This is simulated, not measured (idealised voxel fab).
The process module presented herein is designated voxel ribs on slabs.
Each square cell in cross-section cut measures 5 nm, and the section as a whole is 165 nm wide.
This document writes a cross-section as a grid whose cells are square, and gives it as bands, listed from the top down; one or more rows of cells form a band.
Read a band's entry like this: the first values are the height of its top and the height of its bottom in nm, and what follows is the sequence of materials from left to right, each with its width in nm. Note that "air" is empty space, and that a single material marked "edge to edge" reaches across the band from edge to edge.
Heads up on the height convention: 0 is the point under which the incoming wafer is all one material, and the lowest band has no bottom, it just keeps going down, like "0 down".
Read "30->40" as a graded width: first number on top, second number at the bottom, same change between each pair of neighbouring rows.
A step reported as "identical to before" is a step in which no cell of the cross-section changed.
"Sealed internal voids": sealed empty spaces, 8 cells or more, no open way to top, listed width x height at distance, with distance from the left edge and width, height and distance in nm.
What comes after the settings on a step's line is commentary from the simulator itself on that step.
Among the settings permitted on a step's line is "overlay nm"; applied to a step with a mask, it specifies the extent to which the mask lay to the right of its planned position, whereas a negative figure signifies a position to the left.

Process steps (planned)
1) op RECEIVE | material Si
2) op DIRECTIONAL_DEP | material SiO2 | thk nm 30
3) op DIRECTIONAL_DEP | material SiN | thk nm 15
4) op DIRECTIONAL_DEP | material aC | thk nm 10
5) op PATTERN | tone cover | mask id RIB | material resist | width nm 25 | thk nm 25 | overlay nm 0
6) op DIRECTIONAL_ETCH | etch materials aC | depth nm 10
7) op STRIP | etch materials resist
8) op DIRECTIONAL_ETCH | etch materials SiN | depth nm 10
9) op STRIP | etch materials aC
10) op MASKED_ETCH | tone cover | mask id SLAB | width nm 55 | etch materials SiN | depth nm 5 | overlay nm 0
11) op FILL_DEP | material SiO2 | thk nm 25
12) op CMP | height nm 65
13) op DIRECTIONAL_DEP | material TiN | thk nm 5
14) op DIRECTIONAL_DEP | material aC | thk nm 10
15) op PATTERN | tone cover | mask id HEATER | material resist | width nm 35 | thk nm 30 | overlay nm 0
16) op DIRECTIONAL_ETCH | etch materials aC | depth nm 10
17) op STRIP | etch materials resist
18) op DIRECTIONAL_ETCH | etch materials TiN | depth nm 5
19) op STRIP | etch materials aC
20) op CONFORMAL_DEP | material SiO2 | thk nm 10

On the first of the two wafers: run conducted according to plan

Step 1 complete: cross-section of the wafer as received
- 0 down | Si edge to edge
- Sealed internal voids: none

State of the wafer after step 2, shown in cross-section
- 30 to 0 | SiO2 edge to edge
- Note: structure below 0 unchanged.

State of the wafer after step 3, shown in cross-section
- 45 to 30 | SiN edge to edge
- Note: structure below 30 unchanged.

State of the wafer after step 4, shown in cross-section
- 55 to 45 | aC edge to edge
- Note: structure below 45 unchanged.

State of the wafer after step 5, shown in cross-section
- 80 to 55 | 70 air; 25 resist; 70 air
- Note: structure below 55 unchanged.

State of the wafer after step 6, shown in cross-section
- 70 to 55 | 70 air; 25 resist; 70 air
- 55 to 45 | 70 air; 25 aC; 70 air
- Note: structure below 45 unchanged.

State of the wafer after step 7, shown in cross-section
- 55 to 45 | 70 air; 25 aC; 70 air
- Note: structure below 45 unchanged.

State of the wafer after step 8, shown in cross-section
- 55 to 45 | 70 air; 25 aC; 70 air
- 45 to 35 | 70 air; 25 SiN; 70 air
- Note: structure below 35 unchanged.

State of the wafer after step 9, shown in cross-section
- 45 to 35 | 70 air; 25 SiN; 70 air
- Note: structure below 35 unchanged.

State of the wafer after step 10, shown in cross-section
- 45 to 35 | 70 air; 25 SiN; 70 air
- 35 to 30 | 55 air; 55 SiN; 55 air
- Note: structure below 30 unchanged.

State of the wafer after step 11, shown in cross-section
- 70 to 45 | SiO2 edge to edge
- 45 to 35 | 70 SiO2; 25 SiN; 70 SiO2
- 35 to 30 | 55 SiO2; 55 SiN; 55 SiO2
- Note: structure below 30 unchanged.

State of the wafer after step 12, shown in cross-section
- 65 to 45 | SiO2 edge to edge
- Note: structure below 45 unchanged.

State of the wafer after step 13, shown in cross-section
- 70 to 65 | TiN edge to edge
- Note: structure below 65 unchanged.

State of the wafer after step 14, shown in cross-section
- 80 to 70 | aC edge to edge
- Note: structure below 70 unchanged.

State of the wafer after step 15, shown in cross-section
- 110 to 80 | 65 air; 35 resist; 65 air
- Note: structure below 80 unchanged.

State of the wafer after step 16, shown in cross-section
- 100 to 80 | 65 air; 35 resist; 65 air
- 80 to 70 | 65 air; 35 aC; 65 air
- Note: structure below 70 unchanged.

State of the wafer after step 17, shown in cross-section
- 80 to 70 | 65 air; 35 aC; 65 air
- Note: structure below 70 unchanged.

State of the wafer after step 18, shown in cross-section
- 80 to 70 | 65 air; 35 aC; 65 air
- 70 to 65 | 65 air; 35 TiN; 65 air
- Note: structure below 65 unchanged.

State of the wafer after step 19, shown in cross-section
- 70 to 65 | 65 air; 35 TiN; 65 air
- Note: structure below 65 unchanged.

State of the wafer after step 20, shown in cross-section
- 80 to 75 | 55 air; 55 SiO2; 55 air
- 75 to 70 | SiO2 edge to edge
- 70 to 65 | 65 SiO2; 35 TiN; 65 SiO2
- Note: structure below 65 unchanged.

Second wafer, same starting state and plan as the first, one mistake in the run, identical through step 1

The second wafer cut through, at the time step 2 was supposed to be finished
- 60 to 0 | SiO2 edge to edge
- Note: structure below 0 unchanged.

The second wafer cut through, at the time step 3 was supposed to be finished
- 75 to 60 | SiN edge to edge
- Note: structure below 60 unchanged.

The second wafer cut through, at the time step 4 was supposed to be finished
- 85 to 75 | aC edge to edge
- Note: structure below 75 unchanged.

The second wafer cut through, at the time step 5 was supposed to be finished
- 110 to 85 | 70 air; 25 resist; 70 air
- Note: structure below 85 unchanged.

The second wafer cut through, at the time step 6 was supposed to be finished
- 100 to 85 | 70 air; 25 resist; 70 air
- 85 to 75 | 70 air; 25 aC; 70 air
- Note: structure below 75 unchanged.

The second wafer cut through, at the time step 7 was supposed to be finished
- 85 to 75 | 70 air; 25 aC; 70 air
- Note: structure below 75 unchanged.

The second wafer cut through, at the time step 8 was supposed to be finished
- 85 to 75 | 70 air; 25 aC; 70 air
- 75 to 65 | 70 air; 25 SiN; 70 air
- Note: structure below 65 unchanged.

The second wafer cut through, at the time step 9 was supposed to be finished
- 75 to 65 | 70 air; 25 SiN; 70 air
- Note: structure below 65 unchanged.

The second wafer cut through, at the time step 10 was supposed to be finished
- 75 to 65 | 70 air; 25 SiN; 70 air
- 65 to 60 | 55 air; 55 SiN; 55 air
- Note: structure below 60 unchanged.

The second wafer cut through, at the time step 11 was supposed to be finished
- 100 to 75 | SiO2 edge to edge
- 75 to 65 | 70 SiO2; 25 SiN; 70 SiO2
- 65 to 60 | 55 SiO2; 55 SiN; 55 SiO2
- Note: structure below 60 unchanged.

The second wafer cut through, at the time step 12 was supposed to be finished
- 65 to 60 | 55 SiO2; 55 SiN; 55 SiO2
- Note: structure below 60 unchanged.

The second wafer cut through, at the time step 13 was supposed to be finished
- 70 to 65 | TiN edge to edge
- Note: structure below 65 unchanged.

The second wafer cut through, at the time step 14 was supposed to be finished
- 80 to 70 | aC edge to edge
- Note: structure below 70 unchanged.

The second wafer cut through, at the time step 15 was supposed to be finished
- 110 to 80 | 65 air; 35 resist; 65 air
- Note: structure below 80 unchanged.

The second wafer cut through, at the time step 16 was supposed to be finished
- 100 to 80 | 65 air; 35 resist; 65 air
- 80 to 70 | 65 air; 35 aC; 65 air
- Note: structure below 70 unchanged.

The second wafer cut through, at the time step 17 was supposed to be finished
- 80 to 70 | 65 air; 35 aC; 65 air
- Note: structure below 70 unchanged.

The second wafer cut through, at the time step 18 was supposed to be finished
- 80 to 70 | 65 air; 35 aC; 65 air
- 70 to 65 | 65 air; 35 TiN; 65 air
- Note: structure below 65 unchanged.

The second wafer cut through, at the time step 19 was supposed to be finished
- 70 to 65 | 65 air; 35 TiN; 65 air
- Note: structure below 65 unchanged.

The second wafer cut through, at the time step 20 was supposed to be finished
- 80 to 75 | 55 air; 55 SiO2; 55 air
- 75 to 70 | SiO2 edge to edge
- 70 to 65 | 65 SiO2; 35 TiN; 65 SiO2
- Note: structure below 65 unchanged.
Finding, execution versus plan: step 2 of the plan was performed twice
Final wafer comparison in cells, second versus first, more or fewer per material: -10 SiN; +10 SiO2
